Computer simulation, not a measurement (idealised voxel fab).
Process module name: voxel self aligned contacts
Cross-section cut spans 240 nm and uses square cells 5 nm in size.
Cross-sections here: square-cell grids, written as top-down lists of bands, a band being one or more rows of cells. Band entry format. Leading values: height of top, height of bottom, nm. Remainder: materials in left-to-right order, each with its width in nm. Special words: "throughout" on a single material, which then fills the band edge to edge; "blank", empty space. Measure heights from 0. That's the level where, below it, the as-received wafer is all one material. The lowest band is bottomless and extends downward; write it as in "top 0, no bottom". Top row gets the first number, bottom row gets the second, and each row in between changes by the same step: that is how a band width like "30..40" works. Take "identical to before" at face value: in the step it is given for, the cross-section changed in none of its cells. Empty spaces counting at least 8 cells and having no open way to the top are listed in "Sealed void inventory". The notation width x height at distance is used for each, the distance being from the left edge and all three values in nm. Text after the settings on a step's line: the simulator's own remark on that step. Regarding "overlay nm": on a step with a mask, it is the distance the mask lay to the right of its planned place; a negative value places it to the left.
[Intended process steps]
step 1: RECEIVE (material Si)
step 2: OXIDIZE (depth nm 5)
step 3: DIRECTIONAL_DEP (material polySi; thk nm 20)
step 4: DIRECTIONAL_DEP (material SiN; thk nm 15)
step 5: PATTERN (tone cover; mask id GATE; material resist; width nm 30; pitch nm 60; thk nm 20; overlay nm 0)
step 6: DIRECTIONAL_ETCH (etch materials SiN; depth nm 15)
step 7: DIRECTIONAL_ETCH (etch materials polySi; depth nm 20)
step 8: STRIP (etch materials resist)
step 9: CONFORMAL_DEP (material SiN; thk nm 5)
step 10: DIRECTIONAL_ETCH (etch materials SiN; depth nm 5)
step 11: FILL_DEP (material SiO2; thk nm 15)
step 12: CMP (height nm 40)
step 13: PATTERN (tone open; mask id CONTACT; material resist; width nm 40; thk nm 15; overlay nm 0)
step 14: DIRECTIONAL_ETCH (etch materials SiO2; depth nm 45)
step 15: STRIP (etch materials resist)
step 16: CONFORMAL_DEP (material TiN; thk nm 5)
step 17: FILL_DEP (material Ru; thk nm 5)
step 18: CMP (height nm 40)
step 19: CONFORMAL_DEP (material SiCN; thk nm 5)
[The first of the two wafers, which ran as planned]
[Cross-section of the wafer upon arrival, representing the state reached after step 1]
  top 0, no bottom | Si throughout
  Sealed void inventory: none
[The wafer, seen in cross-section, after step 2]
  top 0, bottom -5 | SiO2 throughout
  No changes below -5.
[The wafer, seen in cross-section, after step 3]
  top 20, bottom 0 | polySi throughout
  No changes below 0.
[The wafer, seen in cross-section, after step 4]
  top 35, bottom 20 | SiN throughout
  No changes below 20.
[The wafer, seen in cross-section, after step 5]
  top 55, bottom 35 | 75 blank, then 30 resist, then 30 blank, then 30 resist, then 75 blank
  No changes below 35.
[The wafer, seen in cross-section, after step 6]
  top 55, bottom 35 | 75 blank, then 30 resist, then 30 blank, then 30 resist, then 75 blank
  top 35, bottom 20 | 75 blank, then 30 SiN, then 30 blank, then 30 SiN, then 75 blank
  No changes below 20.
[The wafer, seen in cross-section, after step 7]
  top 55, bottom 35 | 75 blank, then 30 resist, then 30 blank, then 30 resist, then 75 blank
  top 35, bottom 20 | 75 blank, then 30 SiN, then 30 blank, then 30 SiN, then 75 blank
  top 20, bottom 0 | 75 blank, then 30 polySi, then 30 blank, then 30 polySi, then 75 blank
  No changes below 0.
[The wafer, seen in cross-section, after step 8]
  top 35, bottom 20 | 75 blank, then 30 SiN, then 30 blank, then 30 SiN, then 75 blank
  No changes below 20.
[The wafer, seen in cross-section, after step 9]
  top 40, bottom 20 | 70 blank, then 40 SiN, then 20 blank, then 40 SiN, then 70 blank
  top 20, bottom 5 | 70 blank, then 5 SiN, then 30 polySi, then 5 SiN, then 20 blank, then 5 SiN, then 30 polySi, then 5 SiN, then 70 blank
  top 5, bottom 0 | 75 SiN, then 30 polySi, then 30 SiN, then 30 polySi, then 75 SiN
  No changes below 0.
[The wafer, seen in cross-section, after step 10]
  top 35, bottom 20 | 70 blank, then 40 SiN, then 20 blank, then 40 SiN, then 70 blank
  top 20, bottom 0 | 70 blank, then 5 SiN, then 30 polySi, then 5 SiN, then 20 blank, then 5 SiN, then 30 polySi, then 5 SiN, then 70 blank
  No changes below 0.
[The wafer, seen in cross-section, after step 11]
  top 50, bottom 35 | SiO2 throughout
  top 35, bottom 20 | 70 SiO2, then 40 SiN, then 20 SiO2, then 40 SiN, then 70 SiO2
  top 20, bottom 0 | 70 SiO2, then 5 SiN, then 30 polySi, then 5 SiN, then 20 SiO2, then 5 SiN, then 30 polySi, then 5 SiN, then 70 SiO2
  No changes below 0.
[The wafer, seen in cross-section, after step 12]
  top 40, bottom 35 | SiO2 throughout
  No changes below 35.
[The wafer, seen in cross-section, after step 13]
  top 55, bottom 40 | 100 resist, then 40 blank, then 100 resist
  No changes below 40.
[The wafer, seen in cross-section, after step 14]
  top 55, bottom 40 | 100 resist, then 40 blank, then 100 resist
  top 40, bottom 35 | 100 SiO2, then 40 blank, then 100 SiO2
  top 35, bottom 20 | 70 SiO2, then 40 SiN, then 20 blank, then 40 SiN, then 70 SiO2
  top 20, bottom 0 | 70 SiO2, then 5 SiN, then 30 polySi, then 5 SiN, then 20 blank, then 5 SiN, then 30 polySi, then 5 SiN, then 70 SiO2
  top 0, bottom -5 | 110 SiO2, then 20 blank, then 110 SiO2
  No changes below -5.
[The wafer, seen in cross-section, after step 15]
  top 40, bottom 35 | 100 SiO2, then 40 blank, then 100 SiO2
  No changes below 35.
[The wafer, seen in cross-section, after step 16]
  top 45, bottom 40 | 105 TiN, then 30 blank, then 105 TiN
  top 40, bottom 35 | 100 SiO2, then 15 TiN, then 10 blank, then 15 TiN, then 100 SiO2
  top 35, bottom 20 | 70 SiO2, then 40 SiN, then 5 TiN, then 10 blank, then 5 TiN, then 40 SiN, then 70 SiO2
  top 20, bottom 0 | 70 SiO2, then 5 SiN, then 30 polySi, then 5 SiN, then 5 TiN, then 10 blank, then 5 TiN, then 5 SiN, then 30 polySi, then 5 SiN, then 70 SiO2
  top 0, bottom -5 | 110 SiO2, then 20 TiN, then 110 SiO2
  No changes below -5.
[The wafer, seen in cross-section, after step 17]
  top 50, bottom 45 | Ru throughout
  top 45, bottom 40 | 105 TiN, then 30 Ru, then 105 TiN
  top 40, bottom 35 | 100 SiO2, then 15 TiN, then 10 Ru, then 15 TiN, then 100 SiO2
  top 35, bottom 20 | 70 SiO2, then 40 SiN, then 5 TiN, then 10 Ru, then 5 TiN, then 40 SiN, then 70 SiO2
  top 20, bottom 0 | 70 SiO2, then 5 SiN, then 30 polySi, then 5 SiN, then 5 TiN, then 10 Ru, then 5 TiN, then 5 SiN, then 30 polySi, then 5 SiN, then 70 SiO2
  No changes below 0.
[The wafer, seen in cross-section, after step 18]
  top 40, bottom 35 | 100 SiO2, then 15 TiN, then 10 Ru, then 15 TiN, then 100 SiO2
  No changes below 35.
[The wafer, seen in cross-section, after step 19]
  top 45, bottom 40 | SiCN throughout
  No changes below 40.
[Second wafer - shared start and plan with the first - one error in running - same as the first up to step 3 inclusive]
[Second wafer, sectioned view, at step 4's planned end time]
  top 35, bottom 20 | SiO2 throughout
  No changes below 20.
[Second wafer, sectioned view, at step 5's planned end time]
  top 55, bottom 35 | 75 blank, then 30 resist, then 30 blank, then 30 resist, then 75 blank
  No changes below 35.
Second wafer, sectioned view, at step 6's planned end time: identical to before
Second wafer, sectioned view, at step 7's planned end time: identical to before
[Second wafer, sectioned view, at step 8's planned end time]
  top 35, bottom 20 | SiO2 throughout
  No changes below 20.
[Second wafer, sectioned view, at step 9's planned end time]
  top 40, bottom 35 | SiN throughout
  No changes below 35.
[Second wafer, sectioned view, at step 10's planned end time]
  top 35, bottom 20 | SiO2 throughout
  No changes below 20.
[Second wafer, sectioned view, at step 11's planned end time]
  top 50, bottom 20 | SiO2 throughout
  No changes below 20.
[Second wafer, sectioned view, at step 12's planned end time]
  top 40, bottom 20 | SiO2 throughout
  No changes below 20.
[Second wafer, sectioned view, at step 13's planned end time]
  top 55, bottom 40 | 100 resist, then 40 blank, then 100 resist
  No changes below 40.
[Second wafer, sectioned view, at step 14's planned end time]
  top 55, bottom 40 | 100 resist, then 40 blank, then 100 resist
  top 40, bottom 20 | 100 SiO2, then 40 blank, then 100 SiO2
  No changes below 20.
[Second wafer, sectioned view, at step 15's planned end time]
  top 40, bottom 20 | 100 SiO2, then 40 blank, then 100 SiO2
  No changes below 20.
[Second wafer, sectioned view, at step 16's planned end time]
  top 45, bottom 40 | 105 TiN, then 30 blank, then 105 TiN
  top 40, bottom 25 | 100 SiO2, then 5 TiN, then 30 blank, then 5 TiN, then 100 SiO2
  top 25, bottom 20 | 100 SiO2, then 40 TiN, then 100 SiO2
  No changes below 20.
[Second wafer, sectioned view, at step 17's planned end time]
  top 50, bottom 45 | Ru throughout
  top 45, bottom 40 | 105 TiN, then 30 Ru, then 105 TiN
  top 40, bottom 25 | 100 SiO2, then 5 TiN, then 30 Ru, then 5 TiN, then 100 SiO2
  No changes below 25.
[Second wafer, sectioned view, at step 18's planned end time]
  top 40, bottom 25 | 100 SiO2, then 5 TiN, then 30 Ru, then 5 TiN, then 100 SiO2
  No changes below 25.
[Second wafer, sectioned view, at step 19's planned end time]
  top 45, bottom 40 | SiCN throughout
  No changes below 40.
The plan and the run diverged here: step 4 did not use the planned setting and instead ran as DIRECTIONAL_DEP (material SiO2; thk nm 15)
Wrapping up, a cell-based count of both wafers puts the second over or under the first for these materials: Ru: 2 more; SiN: 64 fewer; SiO2: 72 fewer; TiN: 10 fewer; polySi: 144 more
